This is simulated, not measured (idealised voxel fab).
Proc. module: voxel released beams
Square cells of 5 nm make up the cross-section cut, whose width is 285 nm.
Format of a cross-section: grid, square cells. Given as bands. Order: top down. Band: one or more rows of cells. For a band, the entry starts with two heights in nm, that of the top and then that of the bottom, and carries on with the band's materials in order from left to right, each alongside its width in nm; the word "throughout" beside a single material means it fills the band edge to edge, and "air" means empty space. Zero point of the height axis is 0; under it, received wafer = one material. Lowest band: continues down indefinitely, "0 down". Width: "30..40" (first number = top row, second number = bottom row, same change from row to row of cells). You'll sometimes find "remains unaltered" written for a step, and that's the way of saying that nowhere in the cross-section did a cell change during that step. "Enclosed cavities" specifies each empty space that is not open to the top and that occupies no fewer than 8 cells, using the form width x height at distance, the distance measured from the left edge and all three quantities in nm. after a step's settings: what the simulator itself notes on the step. "overlay nm" on a masked step: distance the mask lay right of its planned place, negative for left.

Intended process steps
1,RECEIVE | material Si
2,CONFORMAL_DEP | material SiN | thk nm 10
3,DIRECTIONAL_DEP | material SiO2 | thk nm 10
4,MASKED_ETCH | tone open | mask id ANCHOR | width nm 25 | etch materials SiO2 | depth nm 10 | overlay nm 0
5,CONFORMAL_DEP | material polySi | thk nm 10
6,DIRECTIONAL_DEP | material aC | thk nm 15
7,PATTERN | tone cover | mask id BEAM | material resist | width nm 90 | thk nm 30 | overlay nm 0
8,DIRECTIONAL_ETCH | etch materials aC | depth nm 15
9,STRIP | etch materials resist
10,DIRECTIONAL_ETCH | etch materials polySi | depth nm 10
11,STRIP | etch materials aC
12,STRIP | etch materials SiO2

Run as planned: first of two wafers

Wafer as received: cross-section following step 1
* 0 down = Si throughout
* Enclosed cavities: none

Cross-section of the wafer after step 2
* 10 to 0 = SiN throughout
* Under the height 0 nothing was changed.

Cross-section of the wafer after step 3
* 20 to 10 = SiO2 throughout
* Under the height 10 nothing was changed.

Cross-section of the wafer after step 4
* 20 to 10 = SiO2=100; air=25; SiO2=160
* Under the height 10 nothing was changed.

Cross-section of the wafer after step 5
* 30 to 20 = polySi=110; air=5; polySi=170
* 20 to 10 = SiO2=100; polySi=25; SiO2=160
* Under the height 10 nothing was changed.

Cross-section of the wafer after step 6
* 45 to 35 = aC=110; air=5; aC=170
* 35 to 30 = aC throughout
* 30 to 20 = polySi=110; aC=5; polySi=170
* Under the height 20 nothing was changed.

Cross-section of the wafer after step 7
* 75 to 45 = air=95; resist=90; air=100
* 45 to 35 = aC=110; resist=5; aC=170
* Under the height 35 nothing was changed.

Cross-section of the wafer after step 8
* 60 to 45 = air=95; resist=90; air=100
* 45 to 35 = air=95; aC=15; resist=5; aC=70; air=100
* 35 to 30 = air=95; aC=90; air=100
* Under the height 30 nothing was changed.

Cross-section of the wafer after step 9
* 45 to 35 = air=95; aC=15; air=5; aC=70; air=100
* Under the height 35 nothing was changed.

Cross-section of the wafer after step 10
* 45 to 35 = air=95; aC=15; air=5; aC=70; air=100
* 35 to 30 = air=95; aC=90; air=100
* 30 to 20 = air=95; polySi=15; aC=5; polySi=70; air=100
* Under the height 20 nothing was changed.

Cross-section of the wafer after step 11
* 30 to 20 = air=95; polySi=15; air=5; polySi=70; air=100
* Under the height 20 nothing was changed.

Cross-section of the wafer after step 12
* 30 to 20 = air=95; polySi=15; air=5; polySi=70; air=100
* 20 to 10 = air=100; polySi=25; air=160
* Under the height 10 nothing was changed.

It is to be noted that the second wafer proceeded from the same initial state and according to the same plan as the first, although one mistake was committed in its execution; through step 1, inclusive, the two wafers share an identical history

Second wafer at the planned finish of step 2, seen in cross-section: remains unaltered

Second wafer at the planned finish of step 3, seen in cross-section
* 10 to 0 = SiO2 throughout
* Under the height 0 nothing was changed.

Second wafer at the planned finish of step 4, seen in cross-section
* 10 to 0 = SiO2=100; air=25; SiO2=160
* Under the height 0 nothing was changed.

Second wafer at the planned finish of step 5, seen in cross-section
* 20 to 10 = polySi=110; air=5; polySi=170
* 10 to 0 = SiO2=100; polySi=25; SiO2=160
* Under the height 0 nothing was changed.

Second wafer at the planned finish of step 6, seen in cross-section
* 35 to 25 = aC=110; air=5; aC=170
* 25 to 20 = aC throughout
* 20 to 10 = polySi=110; aC=5; polySi=170
* Under the height 10 nothing was changed.

Second wafer at the planned finish of step 7, seen in cross-section
* 65 to 35 = air=95; resist=90; air=100
* 35 to 25 = aC=110; resist=5; aC=170
* Under the height 25 nothing was changed.

Second wafer at the planned finish of step 8, seen in cross-section
* 50 to 35 = air=95; resist=90; air=100
* 35 to 25 = air=95; aC=15; resist=5; aC=70; air=100
* 25 to 20 = air=95; aC=90; air=100
* Under the height 20 nothing was changed.

Second wafer at the planned finish of step 9, seen in cross-section
* 35 to 25 = air=95; aC=15; air=5; aC=70; air=100
* Under the height 25 nothing was changed.

Second wafer at the planned finish of step 10, seen in cross-section
* 35 to 25 = air=95; aC=15; air=5; aC=70; air=100
* 25 to 20 = air=95; aC=90; air=100
* 20 to 10 = air=95; polySi=15; aC=5; polySi=70; air=100
* Under the height 10 nothing was changed.

Second wafer at the planned finish of step 11, seen in cross-section
* 20 to 10 = air=95; polySi=15; air=5; polySi=70; air=100
* Under the height 10 nothing was changed.

Second wafer at the planned finish of step 12, seen in cross-section
* 20 to 10 = air=95; polySi=15; air=5; polySi=70; air=100
* 10 to 0 = air=100; polySi=25; air=160
* Under the height 0 nothing was changed.
Diagnosis: not run: step 2 of the plan (skipped)
Bottom line after processing is that, in cells, the second wafer is up or down on some materials versus the first: SiN: 114 fewer
